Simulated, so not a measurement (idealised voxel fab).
Title: Process Module voxel capacitor over wiring
Section cut is 300 nm wide and gridded with 5 nm square cells.
Heads up, the way a cross-section reads in here is a grid of square cells, handed over as bands from the top down, with every band being one or more rows of cells. Look at the band entry: it leads with the top's height and the bottom's height in nm. Then it lists the materials left to right, with a width in nm for each. The word "everywhere" on a single material says that material fills the band edge to edge. The word "air" is empty space. Zero point of the height axis is 0; under it, received wafer = one material. Lowest band: continues down indefinitely, "0..down". Top row gets the first number, bottom row gets the second, and each row in between changes by the same step: that is how a band width like "30->40" works. For the purposes of this document, the phrase "stayed the same" attached to a step denotes that no cell within the cross-section was modified by that step. So "Closed void entries" is basically the list of trapped voids: any empty space of 8 cells or more that can't reach the top through an opening. They're written width x height at distance, the distance being from the left edge, and it's all nm. It should be noted that, on the line of a given step, the content following the step's settings is a remark produced by the simulator itself with respect to that step. The line of a step may include "overlay nm". On a step with a mask, this value is how far to the right of its planned place the mask lay. A negative value means the mask lay to the left.
Set out below are the planned steps of the process
1: RECEIVE, material Si
2: CONFORMAL_DEP, material SiO2, thk nm 15
3: DIRECTIONAL_DEP, material TiN, thk nm 5
4: DIRECTIONAL_DEP, material W, thk nm 20
5: MASKED_ETCH, tone cover, mask id METAL_1, width nm 20, pitch nm 85, etch materials W, depth nm 20, overlay nm 0
6: MASKED_ETCH, tone cover, mask id METAL_1, width nm 20, pitch nm 85, etch materials TiN, depth nm 5, overlay nm 0
7: CONFORMAL_DEP, material SiCN, thk nm 5
8: FILL_DEP, material lowk, thk nm 5
9: CMP, height nm 40
10: CONFORMAL_DEP, material SiCN, thk nm 5
11: DIRECTIONAL_DEP, material SiO2, thk nm 20
12: PATTERN, tone open, mask id PLUG_1, material resist, width nm 15, thk nm 20, overlay nm 0
13: DIRECTIONAL_ETCH, etch materials SiO2, depth nm 20
14: DIRECTIONAL_ETCH, etch materials SiCN, depth nm 5
15: STRIP, etch materials resist
16: CONFORMAL_DEP, material TiN, thk nm 5
17: FILL_DEP, material Cu, thk nm 10
18: CMP, height nm 65
19: DIRECTIONAL_DEP, material TiN, thk nm 10
20: DIRECTIONAL_DEP, material HfO2, thk nm 5
21: DIRECTIONAL_DEP, material TiN, thk nm 10
22: DIRECTIONAL_DEP, material aC, thk nm 15
23: PATTERN, tone cover, mask id UPPER_PLATE, material resist, width nm 70, thk nm 30, overlay nm 0
24: DIRECTIONAL_ETCH, etch materials aC, depth nm 15
25: STRIP, etch materials resist
26: DIRECTIONAL_ETCH, etch materials TiN, depth nm 10
27: DIRECTIONAL_ETCH, etch materials HfO2, depth nm 5
28: STRIP, etch materials aC
29: MASKED_ETCH, tone cover, mask id LOWER_PLATE, width nm 80, etch materials TiN, depth nm 10, overlay nm 0
30: FILL_DEP, material SiO2, thk nm 15
31: CMP, height nm 100
32: PATTERN, tone open, mask id PLUG_2, material resist, width nm 15, thk nm 20, overlay nm 0
33: DIRECTIONAL_ETCH, etch materials SiO2, depth nm 10
34: STRIP, etch materials resist
35: CONFORMAL_DEP, material TiN, thk nm 5
36: FILL_DEP, material W, thk nm 5
37: CMP, height nm 100
38: CONFORMAL_DEP, material SiCN, thk nm 5
The first of two wafers, run as planned
Incoming wafer, cross-sectional view, post step 1
	0..down: Si everywhere
	Closed void entries: none
Once step 2 is through, the wafer looks like this in cross-section
	15..0: SiO2 everywhere
	No changes below 0.
Once step 3 is through, the wafer looks like this in cross-section
	20..15: TiN everywhere
	No changes below 15.
Once step 4 is through, the wafer looks like this in cross-section
	40..20: W everywhere
	No changes below 20.
Once step 5 is through, the wafer looks like this in cross-section
	40..20: air: 95, then W: 20, then air: 65, then W: 20, then air: 100
	No changes below 20.
Once step 6 is through, the wafer looks like this in cross-section
	40..20: air: 95, then W: 20, then air: 65, then W: 20, then air: 100
	20..15: air: 95, then TiN: 20, then air: 65, then TiN: 20, then air: 100
	No changes below 15.
Once step 7 is through, the wafer looks like this in cross-section
	45..40: air: 90, then SiCN: 30, then air: 55, then SiCN: 30, then air: 95
	40..20: air: 90, then SiCN: 5, then W: 20, then SiCN: 5, then air: 55, then SiCN: 5, then W: 20, then SiCN: 5, then air: 95
	20..15: SiCN: 95, then TiN: 20, then SiCN: 65, then TiN: 20, then SiCN: 100
	No changes below 15.
Once step 8 is through, the wafer looks like this in cross-section
	50..45: lowk everywhere
	45..40: lowk: 90, then SiCN: 30, then lowk: 55, then SiCN: 30, then lowk: 95
	40..20: lowk: 90, then SiCN: 5, then W: 20, then SiCN: 5, then lowk: 55, then SiCN: 5, then W: 20, then SiCN: 5, then lowk: 95
	No changes below 20.
Once step 9 is through, the wafer looks like this in cross-section
	40..20: lowk: 90, then SiCN: 5, then W: 20, then SiCN: 5, then lowk: 55, then SiCN: 5, then W: 20, then SiCN: 5, then lowk: 95
	No changes below 20.
Once step 10 is through, the wafer looks like this in cross-section
	45..40: SiCN everywhere
	No changes below 40.
Once step 11 is through, the wafer looks like this in cross-section
	65..45: SiO2 everywhere
	No changes below 45.
Once step 12 is through, the wafer looks like this in cross-section
	85..65: resist: 100, then air: 15, then resist: 185
	No changes below 65.
Once step 13 is through, the wafer looks like this in cross-section
	85..65: resist: 100, then air: 15, then resist: 185
	65..45: SiO2: 100, then air: 15, then SiO2: 185
	No changes below 45.
Once step 14 is through, the wafer looks like this in cross-section
	85..65: resist: 100, then air: 15, then resist: 185
	65..45: SiO2: 100, then air: 15, then SiO2: 185
	45..40: SiCN: 100, then air: 15, then SiCN: 185
	No changes below 40.
Once step 15 is through, the wafer looks like this in cross-section
	65..45: SiO2: 100, then air: 15, then SiO2: 185
	No changes below 45.
Once step 16 is through, the wafer looks like this in cross-section
	70..65: TiN: 105, then air: 5, then TiN: 190
	65..45: SiO2: 100, then TiN: 5, then air: 5, then TiN: 5, then SiO2: 185
	45..40: SiCN: 100, then TiN: 15, then SiCN: 185
	No changes below 40.
Once step 17 is through, the wafer looks like this in cross-section
	80..70: Cu everywhere
	70..65: TiN: 105, then Cu: 5, then TiN: 190
	65..45: SiO2: 100, then TiN: 5, then Cu: 5, then TiN: 5, then SiO2: 185
	No changes below 45.
Once step 18 is through, the wafer looks like this in cross-section
	65..45: SiO2: 100, then TiN: 5, then Cu: 5, then TiN: 5, then SiO2: 185
	No changes below 45.
Once step 19 is through, the wafer looks like this in cross-section
	75..65: TiN everywhere
	No changes below 65.
Once step 20 is through, the wafer looks like this in cross-section
	80..75: HfO2 everywhere
	No changes below 75.
Once step 21 is through, the wafer looks like this in cross-section
	90..80: TiN everywhere
	No changes below 80.
Once step 22 is through, the wafer looks like this in cross-section
	105..90: aC everywhere
	No changes below 90.
Once step 23 is through, the wafer looks like this in cross-section
	135..105: air: 100, then resist: 70, then air: 130
	No changes below 105.
Once step 24 is through, the wafer looks like this in cross-section
	120..105: air: 100, then resist: 70, then air: 130
	105..90: air: 100, then aC: 70, then air: 130
	No changes below 90.
Once step 25 is through, the wafer looks like this in cross-section
	105..90: air: 100, then aC: 70, then air: 130
	No changes below 90.
Once step 26 is through, the wafer looks like this in cross-section
	105..90: air: 100, then aC: 70, then air: 130
	90..80: air: 100, then TiN: 70, then air: 130
	No changes below 80.
Once step 27 is through, the wafer looks like this in cross-section
	105..90: air: 100, then aC: 70, then air: 130
	90..80: air: 100, then TiN: 70, then air: 130
	80..75: air: 100, then HfO2: 70, then air: 130
	No changes below 75.
Once step 28 is through, the wafer looks like this in cross-section
	90..80: air: 100, then TiN: 70, then air: 130
	No changes below 80.
Once step 29 is through, the wafer looks like this in cross-section
	90..80: air: 100, then TiN: 70, then air: 130
	80..75: air: 100, then HfO2: 70, then air: 130
	75..65: air: 95, then TiN: 80, then air: 125
	No changes below 65.
Once step 30 is through, the wafer looks like this in cross-section
	105..90: SiO2 everywhere
	90..80: SiO2: 100, then TiN: 70, then SiO2: 130
	80..75: SiO2: 100, then HfO2: 70, then SiO2: 130
	75..65: SiO2: 95, then TiN: 80, then SiO2: 125
	No changes below 65.
Once step 31 is through, the wafer looks like this in cross-section
	100..90: SiO2 everywhere
	No changes below 90.
Once step 32 is through, the wafer looks like this in cross-section
	120..100: resist: 110, then air: 15, then resist: 175
	No changes below 100.
Once step 33 is through, the wafer looks like this in cross-section
	120..100: resist: 110, then air: 15, then resist: 175
	100..90: SiO2: 110, then air: 15, then SiO2: 175
	No changes below 90.
Once step 34 is through, the wafer looks like this in cross-section
	100..90: SiO2: 110, then air: 15, then SiO2: 175
	No changes below 90.
Once step 35 is through, the wafer looks like this in cross-section
	105..100: TiN: 115, then air: 5, then TiN: 180
	100..95: SiO2: 110, then TiN: 5, then air: 5, then TiN: 5, then SiO2: 175
	95..90: SiO2: 110, then TiN: 15, then SiO2: 175
	No changes below 90.
Once step 36 is through, the wafer looks like this in cross-section
	110..105: W everywhere
	105..100: TiN: 115, then W: 5, then TiN: 180
	100..95: SiO2: 110, then TiN: 5, then W: 5, then TiN: 5, then SiO2: 175
	No changes below 95.
Once step 37 is through, the wafer looks like this in cross-section
	100..95: SiO2: 110, then TiN: 5, then W: 5, then TiN: 5, then SiO2: 175
	No changes below 95.
Once step 38 is through, the wafer looks like this in cross-section
	105..100: SiCN everywhere
	No changes below 100.
Wafer two of the pair: same origin, same plan, one error during the run; identical to wafer one up to and including step 22
X-section, second wafer, when step 23 was due to finish
	135..105: air: 95, then resist: 80, then air: 125
	No changes below 105.
X-section, second wafer, when step 24 was due to finish
	120..105: air: 95, then resist: 80, then air: 125
	105..90: air: 95, then aC: 80, then air: 125
	No changes below 90.
X-section, second wafer, when step 25 was due to finish
	105..90: air: 95, then aC: 80, then air: 125
	No changes below 90.
X-section, second wafer, when step 26 was due to finish
	105..90: air: 95, then aC: 80, then air: 125
	90..80: air: 95, then TiN: 80, then air: 125
	No changes below 80.
X-section, second wafer, when step 27 was due to finish
	105..90: air: 95, then aC: 80, then air: 125
	90..80: air: 95, then TiN: 80, then air: 125
	80..75: air: 95, then HfO2: 80, then air: 125
	No changes below 75.
X-section, second wafer, when step 28 was due to finish
	90..80: air: 95, then TiN: 80, then air: 125
	No changes below 80.
X-section, second wafer, when step 29 was due to finish
	90..80: air: 95, then TiN: 80, then air: 125
	80..75: air: 95, then HfO2: 80, then air: 125
	75..65: air: 95, then TiN: 80, then air: 125
	No changes below 65.
X-section, second wafer, when step 30 was due to finish
	105..90: SiO2 everywhere
	90..80: SiO2: 95, then TiN: 80, then SiO2: 125
	80..75: SiO2: 95, then HfO2: 80, then SiO2: 125
	75..65: SiO2: 95, then TiN: 80, then SiO2: 125
	No changes below 65.
X-section, second wafer, when step 31 was due to finish
	100..90: SiO2 everywhere
	No changes below 90.
X-section, second wafer, when step 32 was due to finish
	120..100: resist: 110, then air: 15, then resist: 175
	No changes below 100.
X-section, second wafer, when step 33 was due to finish
	120..100: resist: 110, then air: 15, then resist: 175
	100..90: SiO2: 110, then air: 15, then SiO2: 175
	No changes below 90.
X-section, second wafer, when step 34 was due to finish
	100..90: SiO2: 110, then air: 15, then SiO2: 175
	No changes below 90.
X-section, second wafer, when step 35 was due to finish
	105..100: TiN: 115, then air: 5, then TiN: 180
	100..95: SiO2: 110, then TiN: 5, then air: 5, then TiN: 5, then SiO2: 175
	95..90: SiO2: 110, then TiN: 15, then SiO2: 175
	No changes below 90.
X-section, second wafer, when step 36 was due to finish
	110..105: W everywhere
	105..100: TiN: 115, then W: 5, then TiN: 180
	100..95: SiO2: 110, then TiN: 5, then W: 5, then TiN: 5, then SiO2: 175
	No changes below 95.
X-section, second wafer, when step 37 was due to finish
	100..95: SiO2: 110, then TiN: 5, then W: 5, then TiN: 5, then SiO2: 175
	No changes below 95.
X-section, second wafer, when step 38 was due to finish
	105..100: SiCN everywhere
	No changes below 100.
So what did we get wrong on this run? step 23, actual vs plan mismatch, actual run PATTERN, tone cover, mask id UPPER_PLATE, material resist, width nm 80, thk nm 30, overlay nm 0
FYI, end of process, the second wafer has more or fewer cells of some materials than the first: 2 more of HfO2, 6 fewer of SiO2, 4 more of TiN
